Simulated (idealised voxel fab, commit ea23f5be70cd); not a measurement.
Process module name: voxel wiring stack
Pictured: cross-section cut, 245 nm wide, on a grid of 5 nm square cells.
If you're reading a cross-section in this doc, picture square cells in a grid; it comes to you as bands, top ones listed first down to the bottom, and a band can be one or more rows of cells. The entry gives the band's vertical extent as a top height and a bottom height in nm, then its horizontal make-up as materials from left to right, each with a width in nm. "empty" stands for empty space; a single material marked "edge to edge" fills the band edge to edge. Heights are expressed relative to 0, this being the level below which the as-received wafer comprises one material exclusively. The lowest band is unbounded in the downward direction and is denoted as in "z 0 and below". Note: "30..40" means the width goes from the first number (top row of the band) to the second number (bottom row) in equal steps per row of cells. Step note "nothing got changed" = no cross-section cell changed. Closed-off voids of 8+ cells (no open route to the top) go in "Cavities, sealed", written width x height at distance from the left edge, in nm. after a step's settings: what the simulator itself notes on the step. A step's line can hold "overlay nm"; with a mask on that step, the setting says how far right of the planned place the mask lay, while a negative setting says it lay to the left.
# Intended process steps
| 1 | RECEIVE (material Si) |
| 2 | CONFORMAL_DEP (material SiO2; thk nm 15) |
| 3 | DIRECTIONAL_DEP (material TiN; thk nm 5) |
| 4 | DIRECTIONAL_DEP (material W; thk nm 20) |
| 5 | DIRECTIONAL_DEP (material aC; thk nm 15) |
| 6 | PATTERN (tone cover; mask id METAL_1; material resist; width nm 20; pitch nm 50; thk nm 35; overlay nm 0) |
| 7 | DIRECTIONAL_ETCH (etch materials aC; depth nm 15) |
| 8 | STRIP (etch materials resist) |
| 9 | DIRECTIONAL_ETCH (etch materials W; depth nm 20) |
| 10 | DIRECTIONAL_ETCH (etch materials TiN; depth nm 5) |
| 11 | STRIP (etch materials aC) |
| 12 | FILL_DEP (material lowk; thk nm 10) |
| 13 | CMP (height nm 40) |
| 14 | CONFORMAL_DEP (material SiCN; thk nm 5) |
| 15 | DIRECTIONAL_DEP (material SiO2; thk nm 15) |
| 16 | MASKED_ETCH (tone open; mask id PLUG_1; width nm 15; etch materials SiO2; depth nm 15; overlay nm 0) |
| 17 | MASKED_ETCH (tone open; mask id PLUG_1; width nm 15; etch materials SiCN; depth nm 5; overlay nm 0) |
| 18 | EPI (material Ru; thk nm 10) |
| 19 | EPI (material Ru; thk nm 10) |
| 20 | DIRECTIONAL_DEP (material TiN; thk nm 5) |
| 21 | DIRECTIONAL_DEP (material Ru; thk nm 20) |
| 22 | MASKED_ETCH (tone cover; mask id METAL_2; width nm 20; pitch nm 50; etch materials Ru; depth nm 20; overlay nm 0) |
| 23 | MASKED_ETCH (tone cover; mask id METAL_2; width nm 20; pitch nm 50; etch materials TiN; depth nm 5; overlay nm 0) |
| 24 | CONFORMAL_DEP (material SiN; thk nm 5) |
| 25 | FILL_DEP (material lowk; thk nm 10) |
| 26 | CMP (height nm 85) |
| 27 | CONFORMAL_DEP (material SiCN; thk nm 5) |
| 28 | DIRECTIONAL_DEP (material lowk; thk nm 10) |
| 29 | DIRECTIONAL_DEP (material aC; thk nm 10) |
| 30 | PATTERN (tone open; mask id PLUG_2; material resist; width nm 15; thk nm 25; overlay nm 0) |
| 31 | DIRECTIONAL_ETCH (etch materials aC; depth nm 10) |
| 32 | STRIP (etch materials resist) |
| 33 | DIRECTIONAL_ETCH (etch materials lowk; depth nm 10) |
| 34 | DIRECTIONAL_ETCH (etch materials SiCN; depth nm 5) |
| 35 | STRIP (etch materials aC) |
| 36 | CONFORMAL_DEP (material TiN; thk nm 5) |
| 37 | FILL_DEP (material Cu; thk nm 5) |
| 38 | CMP (height nm 100) |
| 39 | CONFORMAL_DEP (material SiN; thk nm 5) |
| 40 | DIRECTIONAL_DEP (material SiO2; thk nm 15) |
| 41 | PATTERN (tone open; mask id METAL_3; material resist; width nm 20; pitch nm 50; thk nm 20; overlay nm 0) |
| 42 | DIRECTIONAL_ETCH (etch materials SiO2; depth nm 15) |
| 43 | DIRECTIONAL_ETCH (etch materials SiN; depth nm 5) |
| 44 | STRIP (etch materials resist) |
| 45 | CONFORMAL_DEP (material TiN; thk nm 5) |
| 46 | FILL_DEP (material W; thk nm 5) |
| 47 | CMP (height nm 120) |
| 48 | EPI (material Ru; thk nm 5) |
| 49 | FILL_DEP (material SiCN; thk nm 5) |
| 50 | DIRECTIONAL_DEP (material lowk; thk nm 30) |
| 51 | MASKED_ETCH (tone open; mask id METAL_4_HOLES; width nm 15; pitch nm 50; etch materials lowk; depth nm 30; overlay nm 0) |
| 52 | PATTERN (tone open; mask id METAL_4; material resist; width nm 20; pitch nm 50; thk nm 20; overlay nm 0) |
| 53 | DIRECTIONAL_ETCH (etch materials lowk; depth nm 15) |
| 54 | DIRECTIONAL_ETCH (etch materials SiCN; depth nm 5) |
| 55 | STRIP (etch materials resist) |
| 56 | CONFORMAL_DEP (material TiN; thk nm 5) |
| 57 | FILL_DEP (material Cu; thk nm 5) |
| 58 | CMP (height nm 160) |
| 59 | CONFORMAL_DEP (material SiCN; thk nm 5) |
# Cross-section: wafer on arrival = after step 1
    z 0 and below  Si edge to edge
    Cavities, sealed: none
# Result of the module, cross-sectioned: start per above, plan per above, one error in how it was run
    z 165 to 160  SiCN edge to edge
    z 160 to 150  85 of lowk | 5 of TiN | 10 of Cu | 5 of TiN | 30 of lowk | 5 of TiN | 10 of Cu | 5 of TiN | 90 of lowk
    z 150 to 145  85 of lowk | 5 of TiN | 5 of Cu | 10 of TiN | 30 of lowk | 5 of TiN | 5 of Cu | 10 of TiN | 90 of lowk
    z 145 to 130  85 of lowk | 5 of TiN | 5 of Cu | 5 of TiN | 35 of lowk | 5 of TiN | 5 of Cu | 5 of TiN | 95 of lowk
    z 130 to 125  85 of SiCN | 15 of TiN | 35 of SiCN | 15 of TiN | 95 of SiCN
    z 125 to 120  80 of SiCN | 30 of Ru | 20 of SiCN | 30 of Ru | 85 of SiCN
    z 120 to 105  85 of SiO2 | 5 of TiN | 10 of W | 5 of TiN | 30 of SiO2 | 5 of TiN | 10 of W | 5 of TiN | 90 of SiO2
    z 105 to 100  85 of SiN | 20 of TiN | 30 of SiN | 20 of TiN | 90 of SiN
    z 100 to 90  85 of lowk | 5 of TiN | 5 of Cu | 5 of TiN | 145 of lowk
    z 90 to 85  85 of SiCN | 15 of TiN | 145 of SiCN
    z 85 to 80  85 of SiN | 20 of TiN | 30 of SiN | 20 of TiN | 90 of SiN
    z 80 to 60  Ru edge to edge
    z 60 to 45  85 of SiO2 | 15 of Ru | 145 of SiO2
    z 45 to 40  85 of SiCN | 15 of Ru | 145 of SiCN
    z 40 to 20  85 of lowk | 20 of W | 30 of lowk | 20 of W | 90 of lowk
    z 20 to 15  85 of lowk | 20 of TiN | 30 of lowk | 20 of TiN | 90 of lowk
    z 15 to 0  SiO2 edge to edge
    z 0 and below  Si edge to edge
    Cavities, sealed: none
Heads up, the wafer didn't run the way we planned it: the processing plan was not followed for steps 20 and 21, which were run with their positions exchanged
